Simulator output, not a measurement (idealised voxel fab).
The following process module bears the name voxel transistor to metal.
Section shown: cut. Width: 155 nm. Cell size: 5 nm, square.
The cross-sections in this document take the form of a grid made of square cells. They are written out as bands, in order from top to bottom. Each band consists of one or more rows of cells.
Read a band's entry like this: the first values are the height of its top and the height of its bottom in nm, and what follows is the sequence of materials from left to right, each with its width in nm. Note that "empty" is empty space, and that a single material marked "everywhere" reaches across the band from edge to edge.
The level at which height equals 0 is the one under which the wafer, as it arrives, is entirely one material. No lower edge exists for the bottom band, which continues downward and is notated as in "0 down".
Quick explanation for "30 to 40": the width changes in equal steps down the rows of cells, from the first number in the band's top row to the second number in its bottom row.
What does "identical to before" mean for a step? It means no cell of the cross-section changed in that step.
"Voids, enclosed" - sealed voids, min. 8 cells, no opening to top; format: width x height at distance (distance from left edge; nm throughout).
If you see something after the settings on a step's line, that's the simulator's own remark about that step.
overlay nm: mask offset rightward from planned place, masked step; negative means leftward offset.

Plan:
- 1: RECEIVE with material Si
- 2: CONFORMAL_DEP with material SiO2, thk nm 5
- 3: CONFORMAL_DEP with material SiN, thk nm 15
- 4: MASKED_ETCH with tone cover, mask id ACTIVE, width nm 120, etch materials SiN, depth nm 15, overlay nm 0
- 5: MASKED_ETCH with tone cover, mask id ACTIVE, width nm 120, etch materials SiO2, depth nm 5, overlay nm 0
- 6: MASKED_ETCH with tone cover, mask id ACTIVE, width nm 120, etch materials Si, depth nm 20, overlay nm 0
- 7: FILL_DEP with material SiO2, thk nm 5
- 8: CMP with height nm 20
- 9: SELECTIVE_ETCH with etch materials SiO2, depth nm 10
- 10: STRIP with etch materials SiN
- 11: SELECTIVE_ETCH with etch materials SiO2, depth nm 5
- 12: OXIDIZE with depth nm 5
- 13: DIRECTIONAL_DEP with material polySi, thk nm 20
- 14: DIRECTIONAL_DEP with material SiCN, thk nm 15
- 15: PATTERN with tone cover, mask id GATE, material resist, width nm 30, thk nm 15, overlay nm 0
- 16: DIRECTIONAL_ETCH with etch materials SiCN, depth nm 25
- 17: DIRECTIONAL_ETCH with etch materials polySi, depth nm 30
- 18: STRIP with etch materials resist
- 19: CONFORMAL_DEP with material SiN, thk nm 5
- 20: DIRECTIONAL_ETCH with etch materials SiN, depth nm 5
- 21: DIRECTIONAL_ETCH with etch materials SiO2, depth nm 5
- 22: DIRECTIONAL_ETCH with etch materials Si, depth nm 15
- 23: EPI with material SiGe, thk nm 15
- 24: FILL_DEP with material SiO2, thk nm 10
- 25: CMP with height nm 20
- 26: STRIP with etch materials polySi
- 27: SELECTIVE_ETCH with etch materials SiO2, depth nm 5
- 28: CONFORMAL_DEP with material HfO2, thk nm 5
- 29: CONFORMAL_DEP with material TiN, thk nm 5
- 30: FILL_DEP with material W, thk nm 10
- 31: CMP with height nm 15
- 32: DIRECTIONAL_DEP with material SiO2, thk nm 15
- 33: PATTERN with tone open, mask id CONTACT, material resist, width nm 20, pitch nm 80, thk nm 20, overlay nm 0
- 34: DIRECTIONAL_ETCH with etch materials SiO2, depth nm 35
- 35: STRIP with etch materials resist
- 36: CONFORMAL_DEP with material TiN, thk nm 5
- 37: FILL_DEP with material W, thk nm 5
- 38: CMP with height nm 30
- 39: DIRECTIONAL_DEP with material TiN, thk nm 5
- 40: DIRECTIONAL_DEP with material Ru, thk nm 25
- 41: MASKED_ETCH with tone cover, mask id METAL_1, width nm 20, pitch nm 80, etch materials Ru, depth nm 25, overlay nm 0
- 42: MASKED_ETCH with tone cover, mask id METAL_1, width nm 20, pitch nm 80, etch materials TiN, depth nm 5, overlay nm 0
- 43: FILL_DEP with material lowk, thk nm 10
- 44: CMP with height nm 60
- 45: CONFORMAL_DEP with material SiCN, thk nm 5
- 46: DIRECTIONAL_DEP with material SiO2, thk nm 35
- 47: MASKED_ETCH with tone open, mask id METAL_2, width nm 20, pitch nm 80, etch materials SiO2, depth nm 20, overlay nm 0
- 48: DIRECTIONAL_DEP with material aC, thk nm 10
- 49: PATTERN with tone open, mask id METAL_2_HOLES, material resist, width nm 15, pitch nm 80, thk nm 30, overlay nm 0
- 50: DIRECTIONAL_ETCH with etch materials aC, depth nm 10
- 51: STRIP with etch materials resist
- 52: DIRECTIONAL_ETCH with etch materials SiO2, depth nm 15
- 53: DIRECTIONAL_ETCH with etch materials SiCN, depth nm 5
- 54: STRIP with etch materials aC
- 55: CONFORMAL_DEP with material TiN, thk nm 5
- 56: FILL_DEP with material Cu, thk nm 10
- 57: CMP with height nm 100
- 58: CONFORMAL_DEP with material SiCN, thk nm 5

What follows covers the first of two wafers; it ran as planned:

Wafer at receipt (post step 1), cross-section:
> 0 down = Si everywhere
> Voids, enclosed: none

State of the wafer after step 2, shown in cross-section:
> 5 to 0 = SiO2 everywhere
> Nothing below the height 0 has changed.

State of the wafer after step 3, shown in cross-section:
> 20 to 5 = SiN everywhere
> Nothing below the height 5 has changed.

State of the wafer after step 4, shown in cross-section:
> 20 to 5 = empty 15  SiN 120  empty 20
> Nothing below the height 5 has changed.

State of the wafer after step 5, shown in cross-section:
> 20 to 5 = empty 15  SiN 120  empty 20
> 5 to 0 = empty 15  SiO2 120  empty 20
> Nothing below the height 0 has changed.

State of the wafer after step 6, shown in cross-section:
> 20 to 5 = empty 15  SiN 120  empty 20
> 5 to 0 = empty 15  SiO2 120  empty 20
> 0 to -20 = empty 15  Si 120  empty 20
> Nothing below the height -20 has changed.

State of the wafer after step 7, shown in cross-section:
> 25 to 20 = SiO2 everywhere
> 20 to 5 = SiO2 15  SiN 120  SiO2 20
> 5 to 0 = SiO2 everywhere
> 0 to -20 = SiO2 15  Si 120  SiO2 20
> Nothing below the height -20 has changed.

State of the wafer after step 8, shown in cross-section:
> 20 to 5 = SiO2 15  SiN 120  SiO2 20
> Nothing below the height 5 has changed.

State of the wafer after step 9, shown in cross-section:
> 20 to 10 = empty 15  SiN 120  empty 20
> Nothing below the height 10 has changed.

State of the wafer after step 10, shown in cross-section:
> 10 to 5 = SiO2 15  empty 120  SiO2 20
> Nothing below the height 5 has changed.

State of the wafer after step 11, shown in cross-section:
> 5 to 0 = SiO2 10  empty 130  SiO2 15
> Nothing below the height 0 has changed.

State of the wafer after step 12, shown in cross-section:
> 5 to 0 = SiO2 10  empty 130  SiO2 15
> 0 to -5 = SiO2 everywhere
> Nothing below the height -5 has changed.

State of the wafer after step 13, shown in cross-section:
> 25 to 20 = polySi 10  empty 130  polySi 15
> 20 to 5 = polySi everywhere
> 5 to 0 = SiO2 10  polySi 130  SiO2 15
> Nothing below the height 0 has changed.

State of the wafer after step 14, shown in cross-section:
> 40 to 35 = SiCN 10  empty 130  SiCN 15
> 35 to 25 = SiCN everywhere
> 25 to 20 = polySi 10  SiCN 130  polySi 15
> Nothing below the height 20 has changed.

State of the wafer after step 15, shown in cross-section:
> 55 to 40 = empty 60  resist 30  empty 65
> 40 to 35 = SiCN 10  empty 50  resist 30  empty 50  SiCN 15
> Nothing below the height 35 has changed.

State of the wafer after step 16, shown in cross-section:
> 55 to 35 = empty 60  resist 30  empty 65
> 35 to 25 = empty 60  SiCN 30  empty 65
> 25 to 20 = polySi 10  empty 50  SiCN 30  empty 50  polySi 15
> Nothing below the height 20 has changed.

State of the wafer after step 17, shown in cross-section:
> 55 to 35 = empty 60  resist 30  empty 65
> 35 to 20 = empty 60  SiCN 30  empty 65
> 20 to 5 = empty 60  polySi 30  empty 65
> 5 to 0 = SiO2 10  empty 50  polySi 30  empty 50  SiO2 15
> Nothing below the height 0 has changed.

State of the wafer after step 18, shown in cross-section:
> 35 to 20 = empty 60  SiCN 30  empty 65
> Nothing below the height 20 has changed.

State of the wafer after step 19, shown in cross-section:
> 40 to 35 = empty 55  SiN 40  empty 60
> 35 to 20 = empty 55  SiN 5  SiCN 30  SiN 5  empty 60
> 20 to 10 = empty 55  SiN 5  polySi 30  SiN 5  empty 60
> 10 to 5 = SiN 15  empty 40  SiN 5  polySi 30  SiN 5  empty 40  SiN 20
> 5 to 0 = SiO2 10  SiN 50  polySi 30  SiN 50  SiO2 15
> Nothing below the height 0 has changed.

State of the wafer after step 20, shown in cross-section:
> 35 to 20 = empty 55  SiN 5  SiCN 30  SiN 5  empty 60
> 20 to 5 = empty 55  SiN 5  polySi 30  SiN 5  empty 60
> 5 to 0 = SiO2 10  SiN 5  empty 40  SiN 5  polySi 30  SiN 5  empty 40  SiN 5  SiO2 15
> Nothing below the height 0 has changed.

State of the wafer after step 21, shown in cross-section:
> 35 to 20 = empty 55  SiN 5  SiCN 30  SiN 5  empty 60
> 20 to 5 = empty 55  SiN 5  polySi 30  SiN 5  empty 60
> 5 to 0 = empty 10  SiN 5  empty 40  SiN 5  polySi 30  SiN 5  empty 40  SiN 5  empty 15
> 0 to -5 = SiO2 15  empty 40  SiO2 40  empty 40  SiO2 20
> Nothing below the height -5 has changed.

State of the wafer after step 22, shown in cross-section:
> 35 to 20 = empty 55  SiN 5  SiCN 30  SiN 5  empty 60
> 20 to 5 = empty 55  SiN 5  polySi 30  SiN 5  empty 60
> 5 to 0 = empty 10  SiN 5  empty 40  SiN 5  polySi 30  SiN 5  empty 40  SiN 5  empty 15
> 0 to -5 = SiO2 15  empty 40  SiO2 40  empty 40  SiO2 20
> -5 to -20 = SiO2 15  empty 40  Si 40  empty 40  SiO2 20
> Nothing below the height -20 has changed.

State of the wafer after step 23, shown in cross-section:
> 35 to 20 = empty 55  SiN 5  SiCN 30  SiN 5  empty 60
> 20 to 10 = empty 55  SiN 5  polySi 30  SiN 5  empty 60
> 10 to 5 = empty 40  SiGe 15  SiN 5  polySi 30  SiN 5  SiGe 15  empty 45
> 5 to 0 = empty 10  SiN 5  empty 25  SiGe 15  SiN 5  polySi 30  SiN 5  SiGe 15  empty 25  SiN 5  empty 15
> 0 to -5 = SiO2 15  empty 25  SiGe 15  SiO2 40  SiGe 15  empty 25  SiO2 20
> -5 to -20 = SiO2 15  SiGe 40  Si 40  SiGe 40  SiO2 20
> Nothing below the height -20 has changed.

State of the wafer after step 24, shown in cross-section:
> 45 to 35 = SiO2 everywhere
> 35 to 20 = SiO2 55  SiN 5  SiCN 30  SiN 5  SiO2 60
> 20 to 10 = SiO2 55  SiN 5  polySi 30  SiN 5  SiO2 60
> 10 to 5 = SiO2 40  SiGe 15  SiN 5  polySi 30  SiN 5  SiGe 15  SiO2 45
> 5 to 0 = SiO2 10  SiN 5  SiO2 25  SiGe 15  SiN 5  polySi 30  SiN 5  SiGe 15  SiO2 25  SiN 5  SiO2 15
> 0 to -5 = SiO2 40  SiGe 15  SiO2 40  SiGe 15  SiO2 45
> Nothing below the height -5 has changed.

State of the wafer after step 25, shown in cross-section:
> 20 to 10 = SiO2 55  SiN 5  polySi 30  SiN 5  SiO2 60
> Nothing below the height 10 has changed.

State of the wafer after step 26, shown in cross-section:
> 20 to 10 = SiO2 55  SiN 5  empty 30  SiN 5  SiO2 60
> 10 to 5 = SiO2 40  SiGe 15  SiN 5  empty 30  SiN 5  SiGe 15  SiO2 45
> 5 to 0 = SiO2 10  SiN 5  SiO2 25  SiGe 15  SiN 5  empty 30  SiN 5  SiGe 15  SiO2 25  SiN 5  SiO2 15
> Nothing below the height 0 has changed.

State of the wafer after step 27, shown in cross-section:
> 20 to 15 = empty 55  SiN 5  empty 30  SiN 5  empty 60
> 15 to 10 = SiO2 55  SiN 5  empty 30  SiN 5  SiO2 60
> 10 to 5 = SiO2 40  SiGe 15  SiN 5  empty 30  SiN 5  SiGe 15  SiO2 45
> 5 to 0 = SiO2 10  SiN 5  SiO2 25  SiGe 15  SiN 5  empty 30  SiN 5  SiGe 15  SiO2 25  SiN 5  SiO2 15
> 0 to -5 = SiO2 40  SiGe 15  empty 40  SiGe 15  SiO2 45
> Nothing below the height -5 has changed.

State of the wafer after step 28, shown in cross-section:
> 25 to 20 = empty 50  HfO2 15  empty 20  HfO2 15  empty 55
> 20 to 15 = HfO2 55  SiN 5  HfO2 5  empty 20  HfO2 5  SiN 5  HfO2 60
> 15 to 10 = SiO2 55  SiN 5  HfO2 5  empty 20  HfO2 5  SiN 5  SiO2 60
> 10 to 5 = SiO2 40  SiGe 15  SiN 5  HfO2 5  empty 20  HfO2 5  SiN 5  SiGe 15  SiO2 45
> 5 to 0 = SiO2 10  SiN 5  SiO2 25  SiGe 15  SiN 5  HfO2 5  empty 20  HfO2 5  SiN 5  SiGe 15  SiO2 25  SiN 5  SiO2 15
> 0 to -5 = SiO2 40  SiGe 15  HfO2 40  SiGe 15  SiO2 45
> Nothing below the height -5 has changed.

State of the wafer after step 29, shown in cross-section:
> 30 to 25 = empty 45  TiN 25  empty 10  TiN 25  empty 50
> 25 to 20 = TiN 50  HfO2 15  TiN 5  empty 10  TiN 5  HfO2 15  TiN 55
> 20 to 15 = HfO2 55  SiN 5  HfO2 5  TiN 5  empty 10  TiN 5  HfO2 5  SiN 5  HfO2 60
> 15 to 10 = SiO2 55  SiN 5  HfO2 5  TiN 5  empty 10  TiN 5  HfO2 5  SiN 5  SiO2 60
> 10 to 5 = SiO2 40  SiGe 15  SiN 5  HfO2 5  TiN 5  empty 10  TiN 5  HfO2 5  SiN 5  SiGe 15  SiO2 45
> 5 to 0 = SiO2 10  SiN 5  SiO2 25  SiGe 15  SiN 5  HfO2 5  TiN 20  HfO2 5  SiN 5  SiGe 15  SiO2 25  SiN 5  SiO2 15
> Nothing below the height 0 has changed.

State of the wafer after step 30, shown in cross-section:
> 40 to 30 = W everywhere
> 30 to 25 = W 45  TiN 25  W 10  TiN 25  W 50
> 25 to 20 = TiN 50  HfO2 15  TiN 5  W 10  TiN 5  HfO2 15  TiN 55
> 20 to 15 = HfO2 55  SiN 5  HfO2 5  TiN 5  W 10  TiN 5  HfO2 5  SiN 5  HfO2 60
> 15 to 10 = SiO2 55  SiN 5  HfO2 5  TiN 5  W 10  TiN 5  HfO2 5  SiN 5  SiO2 60
> 10 to 5 = SiO2 40  SiGe 15  SiN 5  HfO2 5  TiN 5  W 10  TiN 5  HfO2 5  SiN 5  SiGe 15  SiO2 45
> Nothing below the height 5 has changed.

State of the wafer after step 31, shown in cross-section:
> 15 to 10 = SiO2 55  SiN 5  HfO2 5  TiN 5  W 10  TiN 5  HfO2 5  SiN 5  SiO2 60
> Nothing below the height 10 has changed.

State of the wafer after step 32, shown in cross-section:
> 30 to 15 = SiO2 everywhere
> Nothing below the height 15 has changed.

State of the wafer after step 33, shown in cross-section:
> 50 to 30 = resist 25  empty 20  resist 60  empty 20  resist 30
> Nothing below the height 30 has changed.

State of the wafer after step 34, shown in cross-section:
> 50 to 30 = resist 25  empty 20  resist 60  empty 20  resist 30
> 30 to 15 = SiO2 25  empty 20  SiO2 60  empty 20  SiO2 30
> 15 to 10 = SiO2 25  empty 20  SiO2 10  SiN 5  HfO2 5  TiN 5  W 10  TiN 5  HfO2 5  SiN 5  SiO2 10  empty 20  SiO2 30
> 10 to 5 = SiO2 25  empty 15  SiGe 15  SiN 5  HfO2 5  TiN 5  W 10  TiN 5  HfO2 5  SiN 5  SiGe 15  empty 15  SiO2 30
> 5 to 0 = SiO2 10  SiN 5  SiO2 10  empty 15  SiGe 15  SiN 5  HfO2 5  TiN 20  HfO2 5  SiN 5  SiGe 15  empty 15  SiO2 10  SiN 5  SiO2 15
> 0 to -5 = SiO2 25  empty 15  SiGe 15  HfO2 40  SiGe 15  empty 15  SiO2 30
> Nothing below the height -5 has changed.

State of the wafer after step 35, shown in cross-section:
> 30 to 15 = SiO2 25  empty 20  SiO2 60  empty 20  SiO2 30
> Nothing below the height 15 has changed.

State of the wafer after step 36, shown in cross-section:
> 35 to 30 = TiN 30  empty 10  TiN 70  empty 10  TiN 35
> 30 to 15 = SiO2 25  TiN 5  empty 10  TiN 5  SiO2 60  TiN 5  empty 10  TiN 5  SiO2 30
> 15 to 10 = SiO2 25  TiN 5  empty 5  TiN 10  SiO2 10  SiN 5  HfO2 5  TiN 5  W 10  TiN 5  HfO2 5  SiN 5  SiO2 10  TiN 10  empty 5  TiN 5  SiO2 30
> 10 to 5 = SiO2 25  TiN 5  empty 5  TiN 5  SiGe 15  SiN 5  HfO2 5  TiN 5  W 10  TiN 5  HfO2 5  SiN 5  SiGe 15  TiN 5  empty 5  TiN 5  SiO2 30
> 5 to 0 = SiO2 10  SiN 5  SiO2 10  TiN 5  empty 5  TiN 5  SiGe 15  SiN 5  HfO2 5  TiN 20  HfO2 5  SiN 5  SiGe 15  TiN 5  empty 5  TiN 5  SiO2 10  SiN 5  SiO2 15
> 0 to -5 = SiO2 25  TiN 15  SiGe 15  HfO2 40  SiGe 15  TiN 15  SiO2 30
> Nothing below the height -5 has changed.

State of the wafer after step 37, shown in cross-section:
> 40 to 35 = W everywhere
> 35 to 30 = TiN 30  W 10  TiN 70  W 10  TiN 35
> 30 to 15 = SiO2 25  TiN 5  W 10  TiN 5  SiO2 60  TiN 5  W 10  TiN 5  SiO2 30
> 15 to 10 = SiO2 25  TiN 5  W 5  TiN 10  SiO2 10  SiN 5  HfO2 5  TiN 5  W 10  TiN 5  HfO2 5  SiN 5  SiO2 10  TiN 10  W 5  TiN 5  SiO2 30
> 10 to 5 = SiO2 25  TiN 5  W 5  TiN 5  SiGe 15  SiN 5  HfO2 5  TiN 5  W 10  TiN 5  HfO2 5  SiN 5  SiGe 15  TiN 5  W 5  TiN 5  SiO2 30
> 5 to 0 = SiO2 10  SiN 5  SiO2 10  TiN 5  W 5  TiN 5  SiGe 15  SiN 5  HfO2 5  TiN 20  HfO2 5  SiN 5  SiGe 15  TiN 5  W 5  TiN 5  SiO2 10  SiN 5  SiO2 15
> Nothing below the height 0 has changed.

State of the wafer after step 38, shown in cross-section:
> 30 to 15 = SiO2 25  TiN 5  W 10  TiN 5  SiO2 60  TiN 5  W 10  TiN 5  SiO2 30
> Nothing below the height 15 has changed.

State of the wafer after step 39, shown in cross-section:
> 35 to 30 = TiN everywhere
> Nothing below the height 30 has changed.

State of the wafer after step 40, shown in cross-section:
> 60 to 35 = Ru everywhere
> Nothing below the height 35 has changed.

State of the wafer after step 41, shown in cross-section:
> 60 to 35 = empty 25  Ru 20  empty 60  Ru 20  empty 30
> Nothing below the height 35 has changed.

State of the wafer after step 42, shown in cross-section:
> 60 to 35 = empty 25  Ru 20  empty 60  Ru 20  empty 30
> 35 to 30 = empty 25  TiN 20  empty 60  TiN 20  empty 30
> Nothing below the height 30 has changed.

State of the wafer after step 43, shown in cross-section:
> 70 to 60 = lowk everywhere
> 60 to 35 = lowk 25  Ru 20  lowk 60  Ru 20  lowk 30
> 35 to 30 = lowk 25  TiN 20  lowk 60  TiN 20  lowk 30
> Nothing below the height 30 has changed.

State of the wafer after step 44, shown in cross-section:
> 60 to 35 = lowk 25  Ru 20  lowk 60  Ru 20  lowk 30
> Nothing below the height 35 has changed.

State of the wafer after step 45, shown in cross-section:
> 65 to 60 = SiCN everywhere
> Nothing below the height 60 has changed.

State of the wafer after step 46, shown in cross-section:
> 100 to 65 = SiO2 everywhere
> Nothing below the height 65 has changed.

State of the wafer after step 47, shown in cross-section:
> 100 to 80 = SiO2 25  empty 20  SiO2 60  empty 20  SiO2 30
> Nothing below the height 80 has changed.

State of the wafer after step 48, shown in cross-section:
> 110 to 100 = aC 25  empty 20  aC 60  empty 20  aC 30
> 100 to 90 = SiO2 25  empty 20  SiO2 60  empty 20  SiO2 30
> 90 to 80 = SiO2 25  aC 20  SiO2 60  aC 20  SiO2 30
> Nothing below the height 80 has changed.

State of the wafer after step 49, shown in cross-section:
> 140 to 110 = resist 25  empty 15  resist 65  empty 15  resist 35
> 110 to 100 = aC 25  empty 15  resist 5  aC 60  empty 15  resist 5  aC 30
> 100 to 90 = SiO2 25  empty 15  resist 5  SiO2 60  empty 15  resist 5  SiO2 30
> Nothing below the height 90 has changed.

State of the wafer after step 50, shown in cross-section:
> 130 to 110 = resist 25  empty 15  resist 65  empty 15  resist 35
> 110 to 100 = aC 25  empty 15  resist 5  aC 60  empty 15  resist 5  aC 30
> 100 to 90 = SiO2 25  empty 15  resist 5  SiO2 60  empty 15  resist 5  SiO2 30
> 90 to 80 = SiO2 25  empty 15  aC 5  SiO2 60  empty 15  aC 5  SiO2 30
> Nothing below the height 80 has changed.

State of the wafer after step 51, shown in cross-section:
> 110 to 100 = aC 25  empty 20  aC 60  empty 20  aC 30
> 100 to 90 = SiO2 25  empty 20  SiO2 60  empty 20  SiO2 30
> Nothing below the height 90 has changed.

State of the wafer after step 52, shown in cross-section:
> 110 to 100 = aC 25  empty 20  aC 60  empty 20  aC 30
> 100 to 90 = SiO2 25  empty 20  SiO2 60  empty 20  SiO2 30
> 90 to 80 = SiO2 25  empty 15  aC 5  SiO2 60  empty 15  aC 5  SiO2 30
> 80 to 65 = SiO2 25  empty 15  SiO2 65  empty 15  SiO2 35
> Nothing below the height 65 has changed.

State of the wafer after step 53, shown in cross-section:
> 110 to 100 = aC 25  empty 20  aC 60  empty 20  aC 30
> 100 to 90 = SiO2 25  empty 20  SiO2 60  empty 20  SiO2 30
> 90 to 80 = SiO2 25  empty 15  aC 5  SiO2 60  empty 15  aC 5  SiO2 30
> 80 to 65 = SiO2 25  empty 15  SiO2 65  empty 15  SiO2 35
> 65 to 60 = SiCN 25  empty 15  SiCN 65  empty 15  SiCN 35
> Nothing below the height 60 has changed.

State of the wafer after step 54, shown in cross-section:
> 100 to 80 = SiO2 25  empty 20  SiO2 60  empty 20  SiO2 30
> Nothing below the height 80 has changed.

State of the wafer after step 55, shown in cross-section:
> 105 to 100 = TiN 30  empty 10  TiN 70  empty 10  TiN 35
> 100 to 85 = SiO2 25  TiN 5  empty 10  TiN 5  SiO2 60  TiN 5  empty 10  TiN 5  SiO2 30
> 85 to 80 = SiO2 25  TiN 5  empty 5  TiN 10  SiO2 60  TiN 5  empty 5  TiN 10  SiO2 30
> 80 to 65 = SiO2 25  TiN 5  empty 5  TiN 5  SiO2 65  TiN 5  empty 5  TiN 5  SiO2 35
> 65 to 60 = SiCN 25  TiN 15  SiCN 65  TiN 15  SiCN 35
> Nothing below the height 60 has changed.

State of the wafer after step 56, shown in cross-section:
> 115 to 105 = Cu everywhere
> 105 to 100 = TiN 30  Cu 10  TiN 70  Cu 10  TiN 35
> 100 to 85 = SiO2 25  TiN 5  Cu 10  TiN 5  SiO2 60  TiN 5  Cu 10  TiN 5  SiO2 30
> 85 to 80 = SiO2 25  TiN 5  Cu 5  TiN 10  SiO2 60  TiN 5  Cu 5  TiN 10  SiO2 30
> 80 to 65 = SiO2 25  TiN 5  Cu 5  TiN 5  SiO2 65  TiN 5  Cu 5  TiN 5  SiO2 35
> Nothing below the height 65 has changed.

State of the wafer after step 57, shown in cross-section:
> 100 to 85 = SiO2 25  TiN 5  Cu 10  TiN 5  SiO2 60  TiN 5  Cu 10  TiN 5  SiO2 30
> Nothing below the height 85 has changed.

State of the wafer after step 58, shown in cross-section:
> 105 to 100 = SiCN everywhere
> Nothing below the height 100 has changed.

It is to be noted that the second wafer proceeded from the same initial state and according to the same plan as the first, although one mistake was committed in its execution; through step 41, inclusive, the two wafers share an identical history:

Cross-section of the second wafer at the time step 42 of the plan should have ended:
> 60 to 35 = empty 25  Ru 20  empty 60  Ru 20  empty 30
> 35 to 30 = empty 20  TiN 25  empty 55  TiN 25  empty 30
> Nothing below the height 30 has changed.

Cross-section of the second wafer at the time step 43 of the plan should have ended:
> 70 to 60 = lowk everywhere
> 60 to 35 = lowk 25  Ru 20  lowk 60  Ru 20  lowk 30
> 35 to 30 = lowk 20  TiN 25  lowk 55  TiN 25  lowk 30
> Nothing below the height 30 has changed.

Cross-section of the second wafer at the time step 44 of the plan should have ended:
> 60 to 35 = lowk 25  Ru 20  lowk 60  Ru 20  lowk 30
> Nothing below the height 35 has changed.

Cross-section of the second wafer at the time step 45 of the plan should have ended:
> 65 to 60 = SiCN everywhere
> Nothing below the height 60 has changed.

Cross-section of the second wafer at the time step 46 of the plan should have ended:
> 100 to 65 = SiO2 everywhere
> Nothing below the height 65 has changed.

Cross-section of the second wafer at the time step 47 of the plan should have ended:
> 100 to 80 = SiO2 25  empty 20  SiO2 60  empty 20  SiO2 30
> Nothing below the height 80 has changed.

Cross-section of the second wafer at the time step 48 of the plan should have ended:
> 110 to 100 = aC 25  empty 20  aC 60  empty 20  aC 30
> 100 to 90 = SiO2 25  empty 20  SiO2 60  empty 20  SiO2 30
> 90 to 80 = SiO2 25  aC 20  SiO2 60  aC 20  SiO2 30
> Nothing below the height 80 has changed.

Cross-section of the second wafer at the time step 49 of the plan should have ended:
> 140 to 110 = resist 25  empty 15  resist 65  empty 15  resist 35
> 110 to 100 = aC 25  empty 15  resist 5  aC 60  empty 15  resist 5  aC 30
> 100 to 90 = SiO2 25  empty 15  resist 5  SiO2 60  empty 15  resist 5  SiO2 30
> Nothing below the height 90 has changed.

Cross-section of the second wafer at the time step 50 of the plan should have ended:
> 130 to 110 = resist 25  empty 15  resist 65  empty 15  resist 35
> 110 to 100 = aC 25  empty 15  resist 5  aC 60  empty 15  resist 5  aC 30
> 100 to 90 = SiO2 25  empty 15  resist 5  SiO2 60  empty 15  resist 5  SiO2 30
> 90 to 80 = SiO2 25  empty 15  aC 5  SiO2 60  empty 15  aC 5  SiO2 30
> Nothing below the height 80 has changed.

Cross-section of the second wafer at the time step 51 of the plan should have ended:
> 110 to 100 = aC 25  empty 20  aC 60  empty 20  aC 30
> 100 to 90 = SiO2 25  empty 20  SiO2 60  empty 20  SiO2 30
> Nothing below the height 90 has changed.

Cross-section of the second wafer at the time step 52 of the plan should have ended:
> 110 to 100 = aC 25  empty 20  aC 60  empty 20  aC 30
> 100 to 90 = SiO2 25  empty 20  SiO2 60  empty 20  SiO2 30
> 90 to 80 = SiO2 25  empty 15  aC 5  SiO2 60  empty 15  aC 5  SiO2 30
> 80 to 65 = SiO2 25  empty 15  SiO2 65  empty 15  SiO2 35
> Nothing below the height 65 has changed.

Cross-section of the second wafer at the time step 53 of the plan should have ended:
> 110 to 100 = aC 25  empty 20  aC 60  empty 20  aC 30
> 100 to 90 = SiO2 25  empty 20  SiO2 60  empty 20  SiO2 30
> 90 to 80 = SiO2 25  empty 15  aC 5  SiO2 60  empty 15  aC 5  SiO2 30
> 80 to 65 = SiO2 25  empty 15  SiO2 65  empty 15  SiO2 35
> 65 to 60 = SiCN 25  empty 15  SiCN 65  empty 15  SiCN 35
> Nothing below the height 60 has changed.

Cross-section of the second wafer at the time step 54 of the plan should have ended:
> 100 to 80 = SiO2 25  empty 20  SiO2 60  empty 20  SiO2 30
> Nothing below the height 80 has changed.

Cross-section of the second wafer at the time step 55 of the plan should have ended:
> 105 to 100 = TiN 30  empty 10  TiN 70  empty 10  TiN 35
> 100 to 85 = SiO2 25  TiN 5  empty 10  TiN 5  SiO2 60  TiN 5  empty 10  TiN 5  SiO2 30
> 85 to 80 = SiO2 25  TiN 5  empty 5  TiN 10  SiO2 60  TiN 5  empty 5  TiN 10  SiO2 30
> 80 to 65 = SiO2 25  TiN 5  empty 5  TiN 5  SiO2 65  TiN 5  empty 5  TiN 5  SiO2 35
> 65 to 60 = SiCN 25  TiN 15  SiCN 65  TiN 15  SiCN 35
> Nothing below the height 60 has changed.

Cross-section of the second wafer at the time step 56 of the plan should have ended:
> 115 to 105 = Cu everywhere
> 105 to 100 = TiN 30  Cu 10  TiN 70  Cu 10  TiN 35
> 100 to 85 = SiO2 25  TiN 5  Cu 10  TiN 5  SiO2 60  TiN 5  Cu 10  TiN 5  SiO2 30
> 85 to 80 = SiO2 25  TiN 5  Cu 5  TiN 10  SiO2 60  TiN 5  Cu 5  TiN 10  SiO2 30
> 80 to 65 = SiO2 25  TiN 5  Cu 5  TiN 5  SiO2 65  TiN 5  Cu 5  TiN 5  SiO2 35
> Nothing below the height 65 has changed.

Cross-section of the second wafer at the time step 57 of the plan should have ended:
> 100 to 85 = SiO2 25  TiN 5  Cu 10  TiN 5  SiO2 60  TiN 5  Cu 10  TiN 5  SiO2 30
> Nothing below the height 85 has changed.

Cross-section of the second wafer at the time step 58 of the plan should have ended:
> 105 to 100 = SiCN everywhere
> Nothing below the height 100 has changed.
Diagnosis: step 42 was not run as planned; what actually ran was MASKED_ETCH with tone cover, mask id METAL_1, width nm 20, pitch nm 80, etch materials TiN, depth nm 5, overlay nm -5
Cell-count delta at end, second wafer over first, by material: +2 TiN | -2 lowk
